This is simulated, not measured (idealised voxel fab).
The process module presented herein is designated voxel capacitor over wiring.
Cross-sectional view cut (width: 190 nm; square cell size: 5 nm).
Cross-section, as written here: a square-cell grid given band by band from the top down, where a band holds one or more rows of cells. Basically the band line says how high the top is and how high the bottom is, in nm, and then what's in it from left to right, every material with its width in nm. Empty space shows up as "empty", and if a single material carries "everywhere" it runs the full band edge to edge. Below 0: as-received wafer, all one material; heights counted from there. Lowest band: no bottom, goes on down, written "from 0 down". Top row gets the first number, bottom row gets the second, and each row in between changes by the same step: that is how a band width like "30->40" works. Given "everything unchanged" for a step, no cell of the cross-section differs between before and after that step. "Voids lacking openings": sealed empty spaces, 8 cells or more, no open way to top, listed width x height at distance, with distance from the left edge and width, height and distance in nm. On each step's line, the part that comes after the settings is the simulator's own comment on the step. overlay nm: on a step with a mask, how far right of its planned place the mask lay; negative means left.

[Intended process steps]
- 1: RECEIVE with material Si
- 2: CONFORMAL_DEP with material SiO2, thk nm 15
- 3: DIRECTIONAL_DEP with material TiN, thk nm 5
- 4: DIRECTIONAL_DEP with material Ru, thk nm 20
- 5: PATTERN with tone cover, mask id METAL_1, material resist, width nm 25, pitch nm 95, thk nm 20, overlay nm 0
- 6: DIRECTIONAL_ETCH with etch materials Ru, depth nm 20
- 7: DIRECTIONAL_ETCH with etch materials TiN, depth nm 5
- 8: STRIP with etch materials resist
- 9: CONFORMAL_DEP with material SiN, thk nm 5
- 10: FILL_DEP with material SiO2, thk nm 5
- 11: CMP with height nm 40
- 12: CONFORMAL_DEP with material SiCN, thk nm 5
- 13: DIRECTIONAL_DEP with material SiO2, thk nm 15
- 14: DIRECTIONAL_DEP with material aC, thk nm 15
- 15: PATTERN with tone open, mask id PLUG_1, material resist, width nm 15, thk nm 30, overlay nm 0
- 16: DIRECTIONAL_ETCH with etch materials aC, depth nm 15
- 17: STRIP with etch materials resist
- 18: DIRECTIONAL_ETCH with etch materials SiO2, depth nm 15
- 19: DIRECTIONAL_ETCH with etch materials SiCN, depth nm 5
- 20: STRIP with etch materials aC
- 21: CONFORMAL_DEP with material TiN, thk nm 5
- 22: FILL_DEP with material W, thk nm 5
- 23: CMP with height nm 60
- 24: DIRECTIONAL_DEP with material TiN, thk nm 10
- 25: DIRECTIONAL_DEP with material HfO2, thk nm 5
- 26: DIRECTIONAL_DEP with material TiN, thk nm 10
- 27: PATTERN with tone cover, mask id UPPER_PLATE, material resist, width nm 75, thk nm 15, overlay nm 0
- 28: DIRECTIONAL_ETCH with etch materials TiN, depth nm 10
- 29: DIRECTIONAL_ETCH with etch materials HfO2, depth nm 5
- 30: STRIP with etch materials resist
- 31: PATTERN with tone cover, mask id LOWER_PLATE, material resist, width nm 85, thk nm 15, overlay nm 0
- 32: DIRECTIONAL_ETCH with etch materials TiN, depth nm 10
- 33: STRIP with etch materials resist
- 34: FILL_DEP with material SiO2, thk nm 20
- 35: CMP with height nm 100
- 36: DIRECTIONAL_DEP with material aC, thk nm 15
- 37: PATTERN with tone open, mask id PLUG_2, material resist, width nm 15, thk nm 30, overlay nm 0
- 38: DIRECTIONAL_ETCH with etch materials aC, depth nm 15
- 39: STRIP with etch materials resist
- 40: DIRECTIONAL_ETCH with etch materials SiO2, depth nm 15
- 41: STRIP with etch materials aC
- 42: CONFORMAL_DEP with material TiN, thk nm 5
- 43: FILL_DEP with material Cu, thk nm 10
- 44: CMP with height nm 100
- 45: CONFORMAL_DEP with material SiCN, thk nm 5

[Run as planned: first of two wafers]

[As-received wafer cross-section (after step 1)]
    from 0 down: Si everywhere
    Voids lacking openings: none

[The following cross-section depicts the wafer upon completion of step 2]
    from 15 to 0: SiO2 everywhere
    Below 0, no change.

[The following cross-section depicts the wafer upon completion of step 3]
    from 20 to 15: TiN everywhere
    Below 15, no change.

[The following cross-section depicts the wafer upon completion of step 4]
    from 40 to 20: Ru everywhere
    Below 20, no change.

[The following cross-section depicts the wafer upon completion of step 5]
    from 60 to 40: empty (35), resist (25), empty (70), resist (25), empty (35)
    Below 40, no change.

[The following cross-section depicts the wafer upon completion of step 6]
    from 60 to 40: empty (35), resist (25), empty (70), resist (25), empty (35)
    from 40 to 20: empty (35), Ru (25), empty (70), Ru (25), empty (35)
    Below 20, no change.

[The following cross-section depicts the wafer upon completion of step 7]
    from 60 to 40: empty (35), resist (25), empty (70), resist (25), empty (35)
    from 40 to 20: empty (35), Ru (25), empty (70), Ru (25), empty (35)
    from 20 to 15: empty (35), TiN (25), empty (70), TiN (25), empty (35)
    Below 15, no change.

[The following cross-section depicts the wafer upon completion of step 8]
    from 40 to 20: empty (35), Ru (25), empty (70), Ru (25), empty (35)
    Below 20, no change.

[The following cross-section depicts the wafer upon completion of step 9]
    from 45 to 40: empty (30), SiN (35), empty (60), SiN (35), empty (30)
    from 40 to 20: empty (30), SiN (5), Ru (25), SiN (5), empty (60), SiN (5), Ru (25), SiN (5), empty (30)
    from 20 to 15: SiN (35), TiN (25), SiN (70), TiN (25), SiN (35)
    Below 15, no change.

[The following cross-section depicts the wafer upon completion of step 10]
    from 50 to 45: SiO2 everywhere
    from 45 to 40: SiO2 (30), SiN (35), SiO2 (60), SiN (35), SiO2 (30)
    from 40 to 20: SiO2 (30), SiN (5), Ru (25), SiN (5), SiO2 (60), SiN (5), Ru (25), SiN (5), SiO2 (30)
    Below 20, no change.

[The following cross-section depicts the wafer upon completion of step 11]
    from 40 to 20: SiO2 (30), SiN (5), Ru (25), SiN (5), SiO2 (60), SiN (5), Ru (25), SiN (5), SiO2 (30)
    Below 20, no change.

[The following cross-section depicts the wafer upon completion of step 12]
    from 45 to 40: SiCN everywhere
    Below 40, no change.

[The following cross-section depicts the wafer upon completion of step 13]
    from 60 to 45: SiO2 everywhere
    Below 45, no change.

[The following cross-section depicts the wafer upon completion of step 14]
    from 75 to 60: aC everywhere
    Below 60, no change.

[The following cross-section depicts the wafer upon completion of step 15]
    from 105 to 75: resist (45), empty (15), resist (130)
    Below 75, no change.

[The following cross-section depicts the wafer upon completion of step 16]
    from 90 to 75: resist (45), empty (15), resist (130)
    from 75 to 60: aC (45), empty (15), aC (130)
    Below 60, no change.

[The following cross-section depicts the wafer upon completion of step 17]
    from 75 to 60: aC (45), empty (15), aC (130)
    Below 60, no change.

[The following cross-section depicts the wafer upon completion of step 18]
    from 75 to 60: aC (45), empty (15), aC (130)
    from 60 to 45: SiO2 (45), empty (15), SiO2 (130)
    Below 45, no change.

[The following cross-section depicts the wafer upon completion of step 19]
    from 75 to 60: aC (45), empty (15), aC (130)
    from 60 to 45: SiO2 (45), empty (15), SiO2 (130)
    from 45 to 40: SiCN (45), empty (15), SiCN (130)
    Below 40, no change.

[The following cross-section depicts the wafer upon completion of step 20]
    from 60 to 45: SiO2 (45), empty (15), SiO2 (130)
    Below 45, no change.

[The following cross-section depicts the wafer upon completion of step 21]
    from 65 to 60: TiN (50), empty (5), TiN (135)
    from 60 to 45: SiO2 (45), TiN (5), empty (5), TiN (5), SiO2 (130)
    from 45 to 40: SiCN (45), TiN (15), SiCN (130)
    Below 40, no change.

[The following cross-section depicts the wafer upon completion of step 22]
    from 70 to 65: W everywhere
    from 65 to 60: TiN (50), W (5), TiN (135)
    from 60 to 45: SiO2 (45), TiN (5), W (5), TiN (5), SiO2 (130)
    Below 45, no change.

[The following cross-section depicts the wafer upon completion of step 23]
    from 60 to 45: SiO2 (45), TiN (5), W (5), TiN (5), SiO2 (130)
    Below 45, no change.

[The following cross-section depicts the wafer upon completion of step 24]
    from 70 to 60: TiN everywhere
    Below 60, no change.

[The following cross-section depicts the wafer upon completion of step 25]
    from 75 to 70: HfO2 everywhere
    Below 70, no change.

[The following cross-section depicts the wafer upon completion of step 26]
    from 85 to 75: TiN everywhere
    Below 75, no change.

[The following cross-section depicts the wafer upon completion of step 27]
    from 100 to 85: empty (45), resist (75), empty (70)
    Below 85, no change.

[The following cross-section depicts the wafer upon completion of step 28]
    from 100 to 85: empty (45), resist (75), empty (70)
    from 85 to 75: empty (45), TiN (75), empty (70)
    Below 75, no change.

[The following cross-section depicts the wafer upon completion of step 29]
    from 100 to 85: empty (45), resist (75), empty (70)
    from 85 to 75: empty (45), TiN (75), empty (70)
    from 75 to 70: empty (45), HfO2 (75), empty (70)
    Below 70, no change.

[The following cross-section depicts the wafer upon completion of step 30]
    from 85 to 75: empty (45), TiN (75), empty (70)
    Below 75, no change.

[The following cross-section depicts the wafer upon completion of step 31]
    from 100 to 85: empty (40), resist (85), empty (65)
    from 85 to 75: empty (40), resist (5), TiN (75), resist (5), empty (65)
    from 75 to 70: empty (40), resist (5), HfO2 (75), resist (5), empty (65)
    Below 70, no change.

[The following cross-section depicts the wafer upon completion of step 32]
    from 100 to 85: empty (40), resist (85), empty (65)
    from 85 to 75: empty (40), resist (5), TiN (75), resist (5), empty (65)
    from 75 to 70: empty (40), resist (5), HfO2 (75), resist (5), empty (65)
    from 70 to 60: empty (40), TiN (85), empty (65)
    Below 60, no change.

[The following cross-section depicts the wafer upon completion of step 33]
    from 85 to 75: empty (45), TiN (75), empty (70)
    from 75 to 70: empty (45), HfO2 (75), empty (70)
    Below 70, no change.

[The following cross-section depicts the wafer upon completion of step 34]
    from 105 to 85: SiO2 everywhere
    from 85 to 75: SiO2 (45), TiN (75), SiO2 (70)
    from 75 to 70: SiO2 (45), HfO2 (75), SiO2 (70)
    from 70 to 60: SiO2 (40), TiN (85), SiO2 (65)
    Below 60, no change.

[The following cross-section depicts the wafer upon completion of step 35]
    from 100 to 85: SiO2 everywhere
    Below 85, no change.

[The following cross-section depicts the wafer upon completion of step 36]
    from 115 to 100: aC everywhere
    Below 100, no change.

[The following cross-section depicts the wafer upon completion of step 37]
    from 145 to 115: resist (55), empty (15), resist (120)
    Below 115, no change.

[The following cross-section depicts the wafer upon completion of step 38]
    from 130 to 115: resist (55), empty (15), resist (120)
    from 115 to 100: aC (55), empty (15), aC (120)
    Below 100, no change.

[The following cross-section depicts the wafer upon completion of step 39]
    from 115 to 100: aC (55), empty (15), aC (120)
    Below 100, no change.

[The following cross-section depicts the wafer upon completion of step 40]
    from 115 to 100: aC (55), empty (15), aC (120)
    from 100 to 85: SiO2 (55), empty (15), SiO2 (120)
    Below 85, no change.

[The following cross-section depicts the wafer upon completion of step 41]
    from 100 to 85: SiO2 (55), empty (15), SiO2 (120)
    Below 85, no change.

[The following cross-section depicts the wafer upon completion of step 42]
    from 105 to 100: TiN (60), empty (5), TiN (125)
    from 100 to 90: SiO2 (55), TiN (5), empty (5), TiN (5), SiO2 (120)
    from 90 to 85: SiO2 (55), TiN (15), SiO2 (120)
    Below 85, no change.

[The following cross-section depicts the wafer upon completion of step 43]
    from 115 to 105: Cu everywhere
    from 105 to 100: TiN (60), Cu (5), TiN (125)
    from 100 to 90: SiO2 (55), TiN (5), Cu (5), TiN (5), SiO2 (120)
    Below 90, no change.

[The following cross-section depicts the wafer upon completion of step 44]
    from 100 to 90: SiO2 (55), TiN (5), Cu (5), TiN (5), SiO2 (120)
    Below 90, no change.

[The following cross-section depicts the wafer upon completion of step 45]
    from 105 to 100: SiCN everywhere
    Below 100, no change.

[Second wafer - shared start and plan with the first - one error in running - same as the first up to step 1 inclusive]

[Cross-sectional view of the second wafer at the intended end time of process step 2]
    from 5 to 0: SiO2 everywhere
    Below 0, no change.

[Cross-sectional view of the second wafer at the intended end time of process step 3]
    from 10 to 5: TiN everywhere
    Below 5, no change.

[Cross-sectional view of the second wafer at the intended end time of process step 4]
    from 30 to 10: Ru everywhere
    Below 10, no change.

[Cross-sectional view of the second wafer at the intended end time of process step 5]
    from 50 to 30: empty (35), resist (25), empty (70), resist (25), empty (35)
    Below 30, no change.

[Cross-sectional view of the second wafer at the intended end time of process step 6]
    from 50 to 30: empty (35), resist (25), empty (70), resist (25), empty (35)
    from 30 to 10: empty (35), Ru (25), empty (70), Ru (25), empty (35)
    Below 10, no change.

[Cross-sectional view of the second wafer at the intended end time of process step 7]
    from 50 to 30: empty (35), resist (25), empty (70), resist (25), empty (35)
    from 30 to 10: empty (35), Ru (25), empty (70), Ru (25), empty (35)
    from 10 to 5: empty (35), TiN (25), empty (70), TiN (25), empty (35)
    Below 5, no change.

[Cross-sectional view of the second wafer at the intended end time of process step 8]
    from 30 to 10: empty (35), Ru (25), empty (70), Ru (25), empty (35)
    Below 10, no change.

[Cross-sectional view of the second wafer at the intended end time of process step 9]
    from 35 to 30: empty (30), SiN (35), empty (60), SiN (35), empty (30)
    from 30 to 10: empty (30), SiN (5), Ru (25), SiN (5), empty (60), SiN (5), Ru (25), SiN (5), empty (30)
    from 10 to 5: SiN (35), TiN (25), SiN (70), TiN (25), SiN (35)
    Below 5, no change.

[Cross-sectional view of the second wafer at the intended end time of process step 10]
    from 40 to 35: SiO2 everywhere
    from 35 to 30: SiO2 (30), SiN (35), SiO2 (60), SiN (35), SiO2 (30)
    from 30 to 10: SiO2 (30), SiN (5), Ru (25), SiN (5), SiO2 (60), SiN (5), Ru (25), SiN (5), SiO2 (30)
    Below 10, no change.

Cross-sectional view of the second wafer at the intended end time of process step 11: everything unchanged

[Cross-sectional view of the second wafer at the intended end time of process step 12]
    from 45 to 40: SiCN everywhere
    Below 40, no change.

[Cross-sectional view of the second wafer at the intended end time of process step 13]
    from 60 to 45: SiO2 everywhere
    Below 45, no change.

[Cross-sectional view of the second wafer at the intended end time of process step 14]
    from 75 to 60: aC everywhere
    Below 60, no change.

[Cross-sectional view of the second wafer at the intended end time of process step 15]
    from 105 to 75: resist (45), empty (15), resist (130)
    Below 75, no change.

[Cross-sectional view of the second wafer at the intended end time of process step 16]
    from 90 to 75: resist (45), empty (15), resist (130)
    from 75 to 60: aC (45), empty (15), aC (130)
    Below 60, no change.

[Cross-sectional view of the second wafer at the intended end time of process step 17]
    from 75 to 60: aC (45), empty (15), aC (130)
    Below 60, no change.

[Cross-sectional view of the second wafer at the intended end time of process step 18]
    from 75 to 60: aC (45), empty (15), aC (130)
    from 60 to 45: SiO2 (45), empty (15), SiO2 (130)
    Below 45, no change.

[Cross-sectional view of the second wafer at the intended end time of process step 19]
    from 75 to 60: aC (45), empty (15), aC (130)
    from 60 to 45: SiO2 (45), empty (15), SiO2 (130)
    from 45 to 40: SiCN (45), empty (15), SiCN (130)
    Below 40, no change.

[Cross-sectional view of the second wafer at the intended end time of process step 20]
    from 60 to 45: SiO2 (45), empty (15), SiO2 (130)
    Below 45, no change.

[Cross-sectional view of the second wafer at the intended end time of process step 21]
    from 65 to 60: TiN (50), empty (5), TiN (135)
    from 60 to 45: SiO2 (45), TiN (5), empty (5), TiN (5), SiO2 (130)
    from 45 to 40: SiCN (45), TiN (15), SiCN (130)
    Below 40, no change.

[Cross-sectional view of the second wafer at the intended end time of process step 22]
    from 70 to 65: W everywhere
    from 65 to 60: TiN (50), W (5), TiN (135)
    from 60 to 45: SiO2 (45), TiN (5), W (5), TiN (5), SiO2 (130)
    Below 45, no change.

[Cross-sectional view of the second wafer at the intended end time of process step 23]
    from 60 to 45: SiO2 (45), TiN (5), W (5), TiN (5), SiO2 (130)
    Below 45, no change.

[Cross-sectional view of the second wafer at the intended end time of process step 24]
    from 70 to 60: TiN everywhere
    Below 60, no change.

[Cross-sectional view of the second wafer at the intended end time of process step 25]
    from 75 to 70: HfO2 everywhere
    Below 70, no change.

[Cross-sectional view of the second wafer at the intended end time of process step 26]
    from 85 to 75: TiN everywhere
    Below 75, no change.

[Cross-sectional view of the second wafer at the intended end time of process step 27]
    from 100 to 85: empty (45), resist (75), empty (70)
    Below 85, no change.

[Cross-sectional view of the second wafer at the intended end time of process step 28]
    from 100 to 85: empty (45), resist (75), empty (70)
    from 85 to 75: empty (45), TiN (75), empty (70)
    Below 75, no change.

[Cross-sectional view of the second wafer at the intended end time of process step 29]
    from 100 to 85: empty (45), resist (75), empty (70)
    from 85 to 75: empty (45), TiN (75), empty (70)
    from 75 to 70: empty (45), HfO2 (75), empty (70)
    Below 70, no change.

[Cross-sectional view of the second wafer at the intended end time of process step 30]
    from 85 to 75: empty (45), TiN (75), empty (70)
    Below 75, no change.

[Cross-sectional view of the second wafer at the intended end time of process step 31]
    from 100 to 85: empty (40), resist (85), empty (65)
    from 85 to 75: empty (40), resist (5), TiN (75), resist (5), empty (65)
    from 75 to 70: empty (40), resist (5), HfO2 (75), resist (5), empty (65)
    Below 70, no change.

[Cross-sectional view of the second wafer at the intended end time of process step 32]
    from 100 to 85: empty (40), resist (85), empty (65)
    from 85 to 75: empty (40), resist (5), TiN (75), resist (5), empty (65)
    from 75 to 70: empty (40), resist (5), HfO2 (75), resist (5), empty (65)
    from 70 to 60: empty (40), TiN (85), empty (65)
    Below 60, no change.

[Cross-sectional view of the second wafer at the intended end time of process step 33]
    from 85 to 75: empty (45), TiN (75), empty (70)
    from 75 to 70: empty (45), HfO2 (75), empty (70)
    Below 70, no change.

[Cross-sectional view of the second wafer at the intended end time of process step 34]
    from 105 to 85: SiO2 everywhere
    from 85 to 75: SiO2 (45), TiN (75), SiO2 (70)
    from 75 to 70: SiO2 (45), HfO2 (75), SiO2 (70)
    from 70 to 60: SiO2 (40), TiN (85), SiO2 (65)
    Below 60, no change.

[Cross-sectional view of the second wafer at the intended end time of process step 35]
    from 100 to 85: SiO2 everywhere
    Below 85, no change.

[Cross-sectional view of the second wafer at the intended end time of process step 36]
    from 115 to 100: aC everywhere
    Below 100, no change.

[Cross-sectional view of the second wafer at the intended end time of process step 37]
    from 145 to 115: resist (55), empty (15), resist (120)
    Below 115, no change.

[Cross-sectional view of the second wafer at the intended end time of process step 38]
    from 130 to 115: resist (55), empty (15), resist (120)
    from 115 to 100: aC (55), empty (15), aC (120)
    Below 100, no change.

[Cross-sectional view of the second wafer at the intended end time of process step 39]
    from 115 to 100: aC (55), empty (15), aC (120)
    Below 100, no change.

[Cross-sectional view of the second wafer at the intended end time of process step 40]
    from 115 to 100: aC (55), empty (15), aC (120)
    from 100 to 85: SiO2 (55), empty (15), SiO2 (120)
    Below 85, no change.

[Cross-sectional view of the second wafer at the intended end time of process step 41]
    from 100 to 85: SiO2 (55), empty (15), SiO2 (120)
    Below 85, no change.

[Cross-sectional view of the second wafer at the intended end time of process step 42]
    from 105 to 100: TiN (60), empty (5), TiN (125)
    from 100 to 90: SiO2 (55), TiN (5), empty (5), TiN (5), SiO2 (120)
    from 90 to 85: SiO2 (55), TiN (15), SiO2 (120)
    Below 85, no change.

[Cross-sectional view of the second wafer at the intended end time of process step 43]
    from 115 to 105: Cu everywhere
    from 105 to 100: TiN (60), Cu (5), TiN (125)
    from 100 to 90: SiO2 (55), TiN (5), Cu (5), TiN (5), SiO2 (120)
    Below 90, no change.

[Cross-sectional view of the second wafer at the intended end time of process step 44]
    from 100 to 90: SiO2 (55), TiN (5), Cu (5), TiN (5), SiO2 (120)
    Below 90, no change.

[Cross-sectional view of the second wafer at the intended end time of process step 45]
    from 105 to 100: SiCN everywhere
    Below 100, no change.
Run error: not per plan at step 2, really ran CONFORMAL_DEP with material SiO2, thk nm 5
Count the cells at the end and the second wafer has more or fewer of some materials than the first: SiN +14, SiO2 -14
